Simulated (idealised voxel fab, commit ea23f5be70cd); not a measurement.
process module | voxel wiring stack
cross-section cut | 195 nm wide | cells 5 nm
A cross-section is a grid of square cells, given in bands from the top down. A band is one or more rows of cells.
Each band's line starts with the height of the band's top and of its bottom, in nm. Then come its materials from left to right, each with its width in nm. One material with "throughout" fills the band from edge to edge. "air" is empty space.
Height 0 is the level under which the wafer as received is all one material. The lowest band goes on downwards, as in "0 down".
A width such as "30 to 40" changes by the same amount from each row of cells to the next, from the band's top row to its bottom row.
"no change" after a step means that no cell of the cross-section changed.
closed voids: empty space of 8 cells or more with no open way to the top, each as width x height at its distance from the left edge, in nm
after a step's settings: what the simulator itself notes on the step
overlay nm, on a step with a mask: how far to the right of its planned place the mask lay; to the left if negative
Each pair below shows a cross-section before one step and the cross-section after it, down to the lowest band that changed. The line under each pair gives the step between them, with its settings. The pairs can come from different runs of this module on the same starting wafer, so a pair continues from the pair above only where its "before" says so.
before
  130 to 125: TiN 40 | air 20 | TiN 25 | air 20 | TiN 25 | air 20 | TiN 45
  125 to 110: lowk 35 | TiN 5 | air 20 | TiN 5 | lowk 15 | TiN 5 | air 20 | TiN 5 | lowk 15 | TiN 5 | air 20 | TiN 5 | lowk 40
  110 to 105: lowk 35 | TiN 5 | air 5 | TiN 20 | lowk 15 | TiN 30 | lowk 15 | TiN 5 | air 5 | TiN 20 | lowk 40
  105 to 90: lowk 35 | TiN 5 | air 5 | TiN 5 | lowk 75 | TiN 5 | air 5 | TiN 5 | lowk 55
  90 to 85: SiCN 35 | TiN 15 | SiCN 75 | TiN 15 | SiCN 55
  85 to 70: SiO2 35 | SiCN 5 | W 20 | SiCN 5 | SiO2 15 | SiCN 5 | W 20 | SiCN 5 | SiO2 15 | SiCN 5 | W 20 | SiCN 5 | SiO2 40
  70 to 65: SiCN throughout
  65 to 50: lowk 35 | TiN 5 | Cu 5 | TiN 5 | lowk 75 | TiN 5 | Cu 5 | TiN 5 | lowk 55
  50 to 45: SiCN 35 | TiN 15 | SiCN 75 | TiN 15 | SiCN 55
  45 to 20: lowk 30 | SiN 5 | Ru 30 | SiN 5 | lowk 5 | SiN 5 | Ru 30 | SiN 5 | lowk 5 | SiN 5 | Ru 30 | SiN 5 | lowk 35
  20 to 15: SiN 35 | TiN 30 | SiN 15 | TiN 30 | SiN 15 | TiN 30 | SiN 40
  15 to 0: SiO2 throughout
  0 down: Si throughout
  closed voids: none
after
  140 to 130: Cu throughout
  130 to 125: TiN 40 | Cu 20 | TiN 25 | Cu 20 | TiN 25 | Cu 20 | TiN 45
  125 to 110: lowk 35 | TiN 5 | Cu 20 | TiN 5 | lowk 15 | TiN 5 | Cu 20 | TiN 5 | lowk 15 | TiN 5 | Cu 20 | TiN 5 | lowk 40
  110 to 105: lowk 35 | TiN 5 | Cu 5 | TiN 20 | lowk 15 | TiN 30 | lowk 15 | TiN 5 | Cu 5 | TiN 20 | lowk 40
  105 to 90: lowk 35 | TiN 5 | Cu 5 | TiN 5 | lowk 75 | TiN 5 | Cu 5 | TiN 5 | lowk 55
  below 90: unchanged
  closed voids: none
the step between: op FILL_DEP | material Cu | thk nm 10
before: the cross-section after the pair above
after
  125 to 110: lowk 35 | TiN 5 | Cu 20 | TiN 5 | lowk 15 | TiN 5 | Cu 20 | TiN 5 | lowk 15 | TiN 5 | Cu 20 | TiN 5 | lowk 40
  below 110: unchanged
  closed voids: none
the step between: op CMP | height nm 125
before: the cross-section after the pair above
after
  130 to 125: SiCN throughout
  below 125: unchanged
  closed voids: none
the step between: op CONFORMAL_DEP | material SiCN | thk nm 5
before
  125 to 90: lowk throughout
  90 to 85: SiCN throughout
  85 to 70: SiO2 35 | TiN 5 | W 20 | TiN 5 | SiO2 15 | TiN 5 | W 20 | TiN 5 | SiO2 15 | TiN 5 | W 20 | TiN 5 | SiO2 40
  70 to 65: SiCN 35 | TiN 30 | SiCN 15 | TiN 30 | SiCN 15 | TiN 30 | SiCN 40
  65 to 50: lowk 35 | TiN 5 | Cu 5 | TiN 5 | lowk 75 | TiN 5 | Cu 5 | TiN 5 | lowk 55
  50 to 45: SiCN 35 | TiN 15 | SiCN 75 | TiN 15 | SiCN 55
  45 to 20: lowk 30 | SiN 5 | Ru 30 | SiN 5 | lowk 5 | SiN 5 | Ru 30 | SiN 5 | lowk 5 | SiN 5 | Ru 30 | SiN 5 | lowk 35
  20 to 15: SiN 35 | TiN 30 | SiN 15 | TiN 30 | SiN 15 | TiN 30 | SiN 40
  15 to 0: SiO2 throughout
  0 down: Si throughout
  closed voids: none
after
  140 to 125: air 35 | resist 30 | air 15 | resist 30 | air 15 | resist 30 | air 40
  below 125: unchanged
  closed voids: none
the step between: op PATTERN | tone cover | mask id METAL_3 | material resist | width nm 30 | pitch nm 45 | thk nm 15 | overlay nm 0
before: the cross-section after the pair above
after
  140 to 125: air 35 | resist 30 | air 15 | resist 30 | air 15 | resist 30 | air 40
  125 to 105: air 35 | lowk 30 | air 15 | lowk 30 | air 15 | lowk 30 | air 40
  below 105: unchanged
  closed voids: none
the step between: op DIRECTIONAL_ETCH | etch materials lowk | depth nm 20
before: the cross-section after the pair above
after
  125 to 105: air 35 | lowk 30 | air 15 | lowk 30 | air 15 | lowk 30 | air 40
  below 105: unchanged
  closed voids: none
the step between: op STRIP | etch materials resist
before: the cross-section after the pair above
after
  145 to 125: resist 35 | air 15 | resist 75 | air 15 | resist 55
  125 to 105: resist 35 | lowk 30 | resist 15 | lowk 30 | resist 15 | lowk 30 | resist 40
  below 105: unchanged
  closed voids: none
the step between: op PATTERN | tone open | mask id METAL_3_HOLES | material resist | width nm 15 | pitch nm 90 | thk nm 20 | overlay nm 0
before: the cross-section after the pair above
after
  145 to 125: resist 35 | air 15 | resist 75 | air 15 | resist 55
  125 to 110: resist 35 | air 15 | lowk 15 | resist 15 | lowk 30 | resist 15 | air 15 | lowk 15 | resist 40
  below 110: unchanged
  closed voids: none
the step between: op DIRECTIONAL_ETCH | etch materials lowk | depth nm 15
before: the cross-section after the pair above
after
  125 to 110: air 50 | lowk 15 | air 15 | lowk 30 | air 30 | lowk 15 | air 40
  110 to 105: air 35 | lowk 30 | air 15 | lowk 30 | air 15 | lowk 30 | air 40
  below 105: unchanged
  closed voids: none
the step between: op STRIP | etch materials resist
before: the cross-section after the pair above
after
  130 to 125: air 45 | TiN 25 | air 5 | TiN 40 | air 20 | TiN 25 | air 35
  125 to 115: air 45 | TiN 5 | lowk 15 | TiN 5 | air 5 | TiN 5 | lowk 30 | TiN 5 | air 20 | TiN 5 | lowk 15 | TiN 5 | air 35
  115 to 110: air 30 | TiN 20 | lowk 15 | TiN 5 | air 5 | TiN 5 | lowk 30 | TiN 5 | air 5 | TiN 20 | lowk 15 | TiN 5 | air 35
  110 to 105: TiN 35 | lowk 30 | TiN 15 | lowk 30 | TiN 15 | lowk 30 | TiN 40
  below 105: unchanged
  closed voids: none
the step between: op CONFORMAL_DEP | material TiN | thk nm 5
before: the cross-section after the pair above
after
  140 to 130: Cu throughout
  130 to 125: Cu 45 | TiN 25 | Cu 5 | TiN 40 | Cu 20 | TiN 25 | Cu 35
  125 to 115: Cu 45 | TiN 5 | lowk 15 | TiN 5 | Cu 5 | TiN 5 | lowk 30 | TiN 5 | Cu 20 | TiN 5 | lowk 15 | TiN 5 | Cu 35
  115 to 110: Cu 30 | TiN 20 | lowk 15 | TiN 5 | Cu 5 | TiN 5 | lowk 30 | TiN 5 | Cu 5 | TiN 20 | lowk 15 | TiN 5 | Cu 35
  below 110: unchanged
  closed voids: none
the step between: op FILL_DEP | material Cu | thk nm 10
before: the cross-section after the pair above
after
  125 to 115: Cu 45 | TiN 5 | lowk 15 | TiN 5 | Cu 5 | TiN 5 | lowk 30 | TiN 5 | Cu 20 | TiN 5 | lowk 15 | TiN 5 | Cu 35
  below 115: unchanged
  closed voids: none
the step between: op CMP | height nm 125
before: the cross-section after the pair above
after
  130 to 125: SiCN throughout
  below 125: unchanged
  closed voids: none
the step between: op CONFORMAL_DEP | material SiCN | thk nm 5
